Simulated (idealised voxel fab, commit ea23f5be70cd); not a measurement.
process module | voxel wiring stack
cross-section cut | 240 nm wide | cells 5 nm
A cross-section is a grid of square cells, given in bands from the top down. A band is one or more rows of cells.
Each band's line starts with the height of the band's top and of its bottom, in nm. Then come its materials from left to right, each with its width in nm. One material with "throughout" fills the band from edge to edge. "air" is empty space.
Height 0 is the level under which the wafer as received is all one material. The lowest band goes on downwards, as in "0 down".
A width such as "30 to 40" changes by the same amount from each row of cells to the next, from the band's top row to its bottom row.
"no change" after a step means that no cell of the cross-section changed.
closed voids: empty space of 8 cells or more with no open way to the top, each as width x height at its distance from the left edge, in nm
after a step's settings: what the simulator itself notes on the step
overlay nm, on a step with a mask: how far to the right of its planned place the mask lay; to the left if negative
plan
1 op RECEIVE | material Si
2 op CONFORMAL_DEP | material SiO2 | thk nm 10
3 op CONFORMAL_DEP | material SiN | thk nm 5
4 op DIRECTIONAL_DEP | material lowk | thk nm 15
5 op MASKED_ETCH | tone open | mask id METAL_1 | width nm 30 | pitch nm 45 | etch materials lowk | depth nm 15 | overlay nm 0
6 op MASKED_ETCH | tone open | mask id METAL_1 | width nm 30 | pitch nm 45 | etch materials SiN | depth nm 5 | overlay nm 0
7 op CONFORMAL_DEP | material TiN | thk nm 5
8 op FILL_DEP | material Cu | thk nm 5
9 op CMP | height nm 30
10 op CONFORMAL_DEP | material SiCN | thk nm 5
11 op DIRECTIONAL_DEP | material SiO2 | thk nm 10
12 op PATTERN | tone open | mask id PLUG_1 | material resist | width nm 15 | pitch nm 45 | thk nm 20 | overlay nm 0
13 op DIRECTIONAL_ETCH | etch materials SiO2 | depth nm 10
14 op DIRECTIONAL_ETCH | etch materials SiCN | depth nm 5
15 op STRIP | etch materials resist
16 op CONFORMAL_DEP | material TiN | thk nm 5
17 op FILL_DEP | material W | thk nm 5
18 op CMP | height nm 45
19 op DIRECTIONAL_DEP | material TiN | thk nm 5
20 op DIRECTIONAL_DEP | material W | thk nm 15
21 op PATTERN | tone cover | mask id METAL_2 | material resist | width nm 30 | pitch nm 45 | thk nm 20 | overlay nm 0
22 op DIRECTIONAL_ETCH | etch materials W | depth nm 15
23 op DIRECTIONAL_ETCH | etch materials TiN | depth nm 5
24 op STRIP | etch materials resist
25 op FILL_DEP | material lowk | thk nm 10
26 op CMP | height nm 65
27 op CONFORMAL_DEP | material SiCN | thk nm 5
28 op DIRECTIONAL_DEP | material lowk | thk nm 10
29 op PATTERN | tone open | mask id PLUG_2 | material resist | width nm 15 | pitch nm 90 | thk nm 15 | overlay nm 0
30 op DIRECTIONAL_ETCH | etch materials lowk | depth nm 10
31 op DIRECTIONAL_ETCH | etch materials SiCN | depth nm 5
32 op STRIP | etch materials resist
33 op EPI | material Ru | thk nm 10
34 op EPI | material Ru | thk nm 5
35 op CONFORMAL_DEP | material SiCN | thk nm 5
36 op DIRECTIONAL_DEP | material SiO2 | thk nm 20
37 op MASKED_ETCH | tone open | mask id METAL_3 | width nm 30 | pitch nm 45 | etch materials SiO2 | depth nm 20 | overlay nm 0
38 op MASKED_ETCH | tone open | mask id METAL_3 | width nm 30 | pitch nm 45 | etch materials SiCN | depth nm 5 | overlay nm 0
39 op CONFORMAL_DEP | material TiN | thk nm 5
40 op FILL_DEP | material Cu | thk nm 10
41 op CMP | height nm 105
42 op CONFORMAL_DEP | material SiCN | thk nm 5
43 op DIRECTIONAL_DEP | material lowk | thk nm 35
44 op MASKED_ETCH | tone open | mask id METAL_4 | width nm 30 | pitch nm 45 | etch materials lowk | depth nm 20 | overlay nm 0
45 op MASKED_ETCH | tone open | mask id METAL_4_HOLES | width nm 15 | pitch nm 45 | etch materials lowk | depth nm 15 | overlay nm 0
46 op MASKED_ETCH | tone open | mask id METAL_4_HOLES | width nm 15 | pitch nm 45 | etch materials SiCN | depth nm 5 | overlay nm 0
47 op CONFORMAL_DEP | material TiN | thk nm 5
48 op FILL_DEP | material Cu | thk nm 5
49 op CMP | height nm 145
50 op CONFORMAL_DEP | material SiN | thk nm 5
first wafer, as planned
as received, after step 1
  0 down: Si throughout
  closed voids: none
after step 2
  10 to 0: SiO2 throughout
  below 0: unchanged
after step 3
  15 to 10: SiN throughout
  below 10: unchanged
after step 4
  30 to 15: lowk throughout
  below 15: unchanged
after step 5
  30 to 15: lowk 60 | air 30 | lowk 15 | air 30 | lowk 15 | air 30 | lowk 60
  below 15: unchanged
after step 6
  30 to 15: lowk 60 | air 30 | lowk 15 | air 30 | lowk 15 | air 30 | lowk 60
  15 to 10: SiN 60 | air 30 | SiN 15 | air 30 | SiN 15 | air 30 | SiN 60
  below 10: unchanged
after step 7
  35 to 30: TiN 65 | air 20 | TiN 25 | air 20 | TiN 25 | air 20 | TiN 65
  30 to 15: lowk 60 | TiN 5 | air 20 | TiN 5 | lowk 15 | TiN 5 | air 20 | TiN 5 | lowk 15 | TiN 5 | air 20 | TiN 5 | lowk 60
  15 to 10: SiN 60 | TiN 30 | SiN 15 | TiN 30 | SiN 15 | TiN 30 | SiN 60
  below 10: unchanged
after step 8
  40 to 35: Cu throughout
  35 to 30: TiN 65 | Cu 20 | TiN 25 | Cu 20 | TiN 25 | Cu 20 | TiN 65
  30 to 15: lowk 60 | TiN 5 | Cu 20 | TiN 5 | lowk 15 | TiN 5 | Cu 20 | TiN 5 | lowk 15 | TiN 5 | Cu 20 | TiN 5 | lowk 60
  below 15: unchanged
after step 9
  30 to 15: lowk 60 | TiN 5 | Cu 20 | TiN 5 | lowk 15 | TiN 5 | Cu 20 | TiN 5 | lowk 15 | TiN 5 | Cu 20 | TiN 5 | lowk 60
  below 15: unchanged
after step 10
  35 to 30: SiCN throughout
  below 30: unchanged
after step 11
  45 to 35: SiO2 throughout
  below 35: unchanged
after step 12
  65 to 45: resist 60 | air 15 | resist 30 | air 15 | resist 30 | air 15 | resist 75
  below 45: unchanged
after step 13
  65 to 45: resist 60 | air 15 | resist 30 | air 15 | resist 30 | air 15 | resist 75
  45 to 35: SiO2 60 | air 15 | SiO2 30 | air 15 | SiO2 30 | air 15 | SiO2 75
  below 35: unchanged
after step 14
  65 to 45: resist 60 | air 15 | resist 30 | air 15 | resist 30 | air 15 | resist 75
  45 to 35: SiO2 60 | air 15 | SiO2 30 | air 15 | SiO2 30 | air 15 | SiO2 75
  35 to 30: SiCN 60 | air 15 | SiCN 30 | air 15 | SiCN 30 | air 15 | SiCN 75
  below 30: unchanged
after step 15
  45 to 35: SiO2 60 | air 15 | SiO2 30 | air 15 | SiO2 30 | air 15 | SiO2 75
  below 35: unchanged
after step 16
  50 to 45: TiN 65 | air 5 | TiN 40 | air 5 | TiN 40 | air 5 | TiN 80
  45 to 35: SiO2 60 | TiN 5 | air 5 | TiN 5 | SiO2 30 | TiN 5 | air 5 | TiN 5 | SiO2 30 | TiN 5 | air 5 | TiN 5 | SiO2 75
  35 to 30: SiCN 60 | TiN 15 | SiCN 30 | TiN 15 | SiCN 30 | TiN 15 | SiCN 75
  below 30: unchanged
after step 17
  55 to 50: W throughout
  50 to 45: TiN 65 | W 5 | TiN 40 | W 5 | TiN 40 | W 5 | TiN 80
  45 to 35: SiO2 60 | TiN 5 | W 5 | TiN 5 | SiO2 30 | TiN 5 | W 5 | TiN 5 | SiO2 30 | TiN 5 | W 5 | TiN 5 | SiO2 75
  below 35: unchanged
after step 18
  45 to 35: SiO2 60 | TiN 5 | W 5 | TiN 5 | SiO2 30 | TiN 5 | W 5 | TiN 5 | SiO2 30 | TiN 5 | W 5 | TiN 5 | SiO2 75
  below 35: unchanged
after step 19
  50 to 45: TiN throughout
  below 45: unchanged
after step 20
  65 to 50: W throughout
  below 50: unchanged
after step 21
  85 to 65: air 60 | resist 30 | air 15 | resist 30 | air 15 | resist 30 | air 60
  below 65: unchanged
after step 22
  85 to 65: air 60 | resist 30 | air 15 | resist 30 | air 15 | resist 30 | air 60
  65 to 50: air 60 | W 30 | air 15 | W 30 | air 15 | W 30 | air 60
  below 50: unchanged
after step 23
  85 to 65: air 60 | resist 30 | air 15 | resist 30 | air 15 | resist 30 | air 60
  65 to 50: air 60 | W 30 | air 15 | W 30 | air 15 | W 30 | air 60
  50 to 45: air 60 | TiN 30 | air 15 | TiN 30 | air 15 | TiN 30 | air 60
  below 45: unchanged
after step 24
  65 to 50: air 60 | W 30 | air 15 | W 30 | air 15 | W 30 | air 60
  below 50: unchanged
after step 25
  75 to 65: lowk throughout
  65 to 50: lowk 60 | W 30 | lowk 15 | W 30 | lowk 15 | W 30 | lowk 60
  50 to 45: lowk 60 | TiN 30 | lowk 15 | TiN 30 | lowk 15 | TiN 30 | lowk 60
  below 45: unchanged
after step 26
  65 to 50: lowk 60 | W 30 | lowk 15 | W 30 | lowk 15 | W 30 | lowk 60
  below 50: unchanged
after step 27
  70 to 65: SiCN throughout
  below 65: unchanged
after step 28
  80 to 70: lowk throughout
  below 70: unchanged
after step 29
  95 to 80: resist 60 | air 15 | resist 75 | air 15 | resist 75
  below 80: unchanged
after step 30
  95 to 80: resist 60 | air 15 | resist 75 | air 15 | resist 75
  80 to 70: lowk 60 | air 15 | lowk 75 | air 15 | lowk 75
  below 70: unchanged
after step 31
  95 to 80: resist 60 | air 15 | resist 75 | air 15 | resist 75
  80 to 70: lowk 60 | air 15 | lowk 75 | air 15 | lowk 75
  70 to 65: SiCN 60 | air 15 | SiCN 75 | air 15 | SiCN 75
  below 65: unchanged
after step 32
  80 to 70: lowk 60 | air 15 | lowk 75 | air 15 | lowk 75
  below 70: unchanged
after step 33
  80 to 75: lowk 60 | air 15 | lowk 75 | air 15 | lowk 75
  75 to 70: lowk 60 | Ru 15 | lowk 75 | Ru 15 | lowk 75
  70 to 65: SiCN 60 | Ru 15 | SiCN 75 | Ru 15 | SiCN 75
  below 65: unchanged
after step 34
  80 to 70: lowk 60 | Ru 15 | lowk 75 | Ru 15 | lowk 75
  below 70: unchanged
after step 35
  85 to 80: SiCN throughout
  below 80: unchanged
after step 36
  105 to 85: SiO2 throughout
  below 85: unchanged
after step 37
  105 to 85: SiO2 60 | air 30 | SiO2 15 | air 30 | SiO2 15 | air 30 | SiO2 60
  below 85: unchanged
after step 38
  105 to 85: SiO2 60 | air 30 | SiO2 15 | air 30 | SiO2 15 | air 30 | SiO2 60
  85 to 80: SiCN 60 | air 30 | SiCN 15 | air 30 | SiCN 15 | air 30 | SiCN 60
  below 80: unchanged
after step 39
  110 to 105: TiN 65 | air 20 | TiN 25 | air 20 | TiN 25 | air 20 | TiN 65
  105 to 85: SiO2 60 | TiN 5 | air 20 | TiN 5 | SiO2 15 | TiN 5 | air 20 | TiN 5 | SiO2 15 | TiN 5 | air 20 | TiN 5 | SiO2 60
  85 to 80: SiCN 60 | TiN 30 | SiCN 15 | TiN 30 | SiCN 15 | TiN 30 | SiCN 60
  below 80: unchanged
after step 40
  120 to 110: Cu throughout
  110 to 105: TiN 65 | Cu 20 | TiN 25 | Cu 20 | TiN 25 | Cu 20 | TiN 65
  105 to 85: SiO2 60 | TiN 5 | Cu 20 | TiN 5 | SiO2 15 | TiN 5 | Cu 20 | TiN 5 | SiO2 15 | TiN 5 | Cu 20 | TiN 5 | SiO2 60
  below 85: unchanged
after step 41
  105 to 85: SiO2 60 | TiN 5 | Cu 20 | TiN 5 | SiO2 15 | TiN 5 | Cu 20 | TiN 5 | SiO2 15 | TiN 5 | Cu 20 | TiN 5 | SiO2 60
  below 85: unchanged
after step 42
  110 to 105: SiCN throughout
  below 105: unchanged
after step 43
  145 to 110: lowk throughout
  below 110: unchanged
after step 44
  145 to 125: lowk 60 | air 30 | lowk 15 | air 30 | lowk 15 | air 30 | lowk 60
  below 125: unchanged
after step 45
  145 to 125: lowk 60 | air 30 | lowk 15 | air 30 | lowk 15 | air 30 | lowk 60
  125 to 110: lowk 60 | air 15 | lowk 30 | air 15 | lowk 30 | air 15 | lowk 75
  below 110: unchanged
after step 46
  145 to 125: lowk 60 | air 30 | lowk 15 | air 30 | lowk 15 | air 30 | lowk 60
  125 to 110: lowk 60 | air 15 | lowk 30 | air 15 | lowk 30 | air 15 | lowk 75
  110 to 105: SiCN 60 | air 15 | SiCN 30 | air 15 | SiCN 30 | air 15 | SiCN 75
  below 105: unchanged
after step 47
  150 to 145: TiN 65 | air 20 | TiN 25 | air 20 | TiN 25 | air 20 | TiN 65
  145 to 130: lowk 60 | TiN 5 | air 20 | TiN 5 | lowk 15 | TiN 5 | air 20 | TiN 5 | lowk 15 | TiN 5 | air 20 | TiN 5 | lowk 60
  130 to 125: lowk 60 | TiN 5 | air 5 | TiN 20 | lowk 15 | TiN 5 | air 5 | TiN 20 | lowk 15 | TiN 5 | air 5 | TiN 20 | lowk 60
  125 to 110: lowk 60 | TiN 5 | air 5 | TiN 5 | lowk 30 | TiN 5 | air 5 | TiN 5 | lowk 30 | TiN 5 | air 5 | TiN 5 | lowk 75
  110 to 105: SiCN 60 | TiN 15 | SiCN 30 | TiN 15 | SiCN 30 | TiN 15 | SiCN 75
  below 105: unchanged
after step 48
  155 to 150: Cu throughout
  150 to 145: TiN 65 | Cu 20 | TiN 25 | Cu 20 | TiN 25 | Cu 20 | TiN 65
  145 to 130: lowk 60 | TiN 5 | Cu 20 | TiN 5 | lowk 15 | TiN 5 | Cu 20 | TiN 5 | lowk 15 | TiN 5 | Cu 20 | TiN 5 | lowk 60
  130 to 125: lowk 60 | TiN 5 | Cu 5 | TiN 20 | lowk 15 | TiN 5 | Cu 5 | TiN 20 | lowk 15 | TiN 5 | Cu 5 | TiN 20 | lowk 60
  125 to 110: lowk 60 | TiN 5 | Cu 5 | TiN 5 | lowk 30 | TiN 5 | Cu 5 | TiN 5 | lowk 30 | TiN 5 | Cu 5 | TiN 5 | lowk 75
  below 110: unchanged
after step 49
  145 to 130: lowk 60 | TiN 5 | Cu 20 | TiN 5 | lowk 15 | TiN 5 | Cu 20 | TiN 5 | lowk 15 | TiN 5 | Cu 20 | TiN 5 | lowk 60
  below 130: unchanged
after step 50
  150 to 145: SiN throughout
  below 145: unchanged
second wafer: like start, like plan, one mistake. Through step 43 it matches the first wafer
when step 44 should have ended
  145 to 125: lowk 65 | air 20 | lowk 25 | air 20 | lowk 25 | air 20 | lowk 65
  below 125: unchanged
when step 45 should have ended
  145 to 130: lowk 60 | air 25 | lowk 20 | air 25 | lowk 20 | air 25 | lowk 65
  130 to 125: lowk 65 | air 20 | lowk 25 | air 20 | lowk 25 | air 20 | lowk 65
  125 to 110: lowk 65 | air 10 | lowk 35 | air 10 | lowk 35 | air 10 | lowk 75
  below 110: unchanged
when step 46 should have ended
  145 to 130: lowk 60 | air 25 | lowk 20 | air 25 | lowk 20 | air 25 | lowk 65
  130 to 125: lowk 65 | air 20 | lowk 25 | air 20 | lowk 25 | air 20 | lowk 65
  125 to 110: lowk 65 | air 10 | lowk 35 | air 10 | lowk 35 | air 10 | lowk 75
  110 to 105: SiCN 65 | air 10 | SiCN 35 | air 10 | SiCN 35 | air 10 | SiCN 75
  below 105: unchanged
when step 47 should have ended
  150 to 145: TiN 65 | air 15 | TiN 30 | air 15 | TiN 30 | air 15 | TiN 70
  145 to 135: lowk 60 | TiN 5 | air 15 | TiN 5 | lowk 20 | TiN 5 | air 15 | TiN 5 | lowk 20 | TiN 5 | air 15 | TiN 5 | lowk 65
  135 to 130: lowk 60 | TiN 10 | air 10 | TiN 5 | lowk 20 | TiN 10 | air 10 | TiN 5 | lowk 20 | TiN 10 | air 10 | TiN 5 | lowk 65
  130 to 125: lowk 65 | TiN 20 | lowk 25 | TiN 20 | lowk 25 | TiN 20 | lowk 65
  125 to 110: lowk 65 | TiN 10 | lowk 35 | TiN 10 | lowk 35 | TiN 10 | lowk 75
  110 to 105: SiCN 65 | TiN 10 | SiCN 35 | TiN 10 | SiCN 35 | TiN 10 | SiCN 75
  below 105: unchanged
when step 48 should have ended
  155 to 150: Cu throughout
  150 to 145: TiN 65 | Cu 15 | TiN 30 | Cu 15 | TiN 30 | Cu 15 | TiN 70
  145 to 135: lowk 60 | TiN 5 | Cu 15 | TiN 5 | lowk 20 | TiN 5 | Cu 15 | TiN 5 | lowk 20 | TiN 5 | Cu 15 | TiN 5 | lowk 65
  135 to 130: lowk 60 | TiN 10 | Cu 10 | TiN 5 | lowk 20 | TiN 10 | Cu 10 | TiN 5 | lowk 20 | TiN 10 | Cu 10 | TiN 5 | lowk 65
  below 130: unchanged
when step 49 should have ended
  145 to 135: lowk 60 | TiN 5 | Cu 15 | TiN 5 | lowk 20 | TiN 5 | Cu 15 | TiN 5 | lowk 20 | TiN 5 | Cu 15 | TiN 5 | lowk 65
  below 135: unchanged
when step 50 should have ended
  150 to 145: SiN throughout
  below 145: unchanged
what went wrong: step 44 ran as: op MASKED_ETCH | tone open | mask id METAL_4 | width nm 20 | pitch nm 45 | etch materials lowk | depth nm 20 | overlay nm 0
at the end the second wafer has, in cells: 24 fewer of Cu | 3 more of SiCN | 3 fewer of TiN | 24 more of lowk
